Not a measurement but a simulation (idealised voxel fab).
You're looking at the process module voxel self aligned vias.
The width of the displayed cross-section, cut, is 215 nm; its cells are square, with a size of 5 nm.
A cross-section is written here as square cells arranged in a grid, and it is given in bands from the top down, each band taking up one or more rows of cells. First you get the band's top height and its bottom height, in nm, and then the materials it's made of, left to right, with each width in nm. If you see a single material with "full width", that one covers the band edge to edge. "empty" is empty space. The reference from which all heights are counted is 0, the level beneath which the as-received wafer is entirely one material; the lowest band, having no lower bound, proceeds downward and is written after the example "0 down". Note: "30->40" means the width goes from the first number (top row of the band) to the second number (bottom row) in equal steps per row of cells. Basically "same as before" means that step didn't change any cell in the cross-section. Heads up: "Voids lacking openings" only lists the empty pockets with no open path to the top that are 8 cells or more, and it writes them as width x height at distance, distance from the left edge, in nm. The remark found on a step's line after its settings is issued by the simulator itself and pertains to that step. The setting "overlay nm" may be written on the line of a step. When the step uses a mask, the value reports how far to the right of the planned place the mask lay, and a negative value reports that it lay to the left.
The steps planned for the process are as follows
1 RECEIVE, material Si
2 CONFORMAL_DEP, material SiO2, thk nm 10
3 CONFORMAL_DEP, material SiCN, thk nm 5
4 DIRECTIONAL_DEP, material lowk, thk nm 20
5 MASKED_ETCH, tone open, mask id LINES, width nm 30, pitch nm 60, etch materials lowk, depth nm 20, overlay nm -15
6 CONFORMAL_DEP, material TiN, thk nm 5
7 FILL_DEP, material W, thk nm 5
8 CMP, height nm 35
9 SELECTIVE_ETCH, etch materials W Ru TiN, depth nm 10
10 FILL_DEP, material SiN, thk nm 10
11 CMP, height nm 35
12 DIRECTIONAL_DEP, material lowk, thk nm 20
13 PATTERN, tone open, mask id VIAS, material resist, width nm 40, pitch nm 60, thk nm 15, overlay nm 0
14 DIRECTIONAL_ETCH, etch materials lowk, depth nm 20
15 DIRECTIONAL_ETCH, etch materials SiN, depth nm 10
16 STRIP, etch materials resist
17 CONFORMAL_DEP, material TiN, thk nm 5
18 FILL_DEP, material Cu, thk nm 10
19 CMP, height nm 55
20 CONFORMAL_DEP, material SiCN, thk nm 5
Split variable: overlay nm, step 5. Plan value = first wafer. Wafers start alike.
Sectional view: first of several wafers, as received, after step 1
0 down = Si full width
Voids lacking openings: none
Where each wafer stands at the end of the module, a row apiece: cells of each material gained (+) or lost (-) since it was received, then closed voids
overlay nm -15; +66 Cu; +86 SiCN; +12 SiN; +86 SiO2; +78 TiN; +12 W; +176 lowk; Voids lacking openings: none
overlay nm -10; +72 Cu; +86 SiCN; +6 SiN; +86 SiO2; +78 TiN; +12 W; +176 lowk; Voids lacking openings: none
overlay nm -5; +78 Cu; +86 SiCN; +86 SiO2; +78 TiN; +12 W; +176 lowk; Voids lacking openings: none
overlay nm 0; +78 Cu; +86 SiCN; +86 SiO2; +78 TiN; +12 W; +176 lowk; Voids lacking openings: none
overlay nm 5; +78 Cu; +86 SiCN; +86 SiO2; +78 TiN; +12 W; +176 lowk; Voids lacking openings: none
overlay nm 10; +72 Cu; +86 SiCN; +6 SiN; +86 SiO2; +78 TiN; +12 W; +176 lowk; Voids lacking openings: none
overlay nm 15; +66 Cu; +86 SiCN; +12 SiN; +86 SiO2; +78 TiN; +12 W; +176 lowk; Voids lacking openings: none
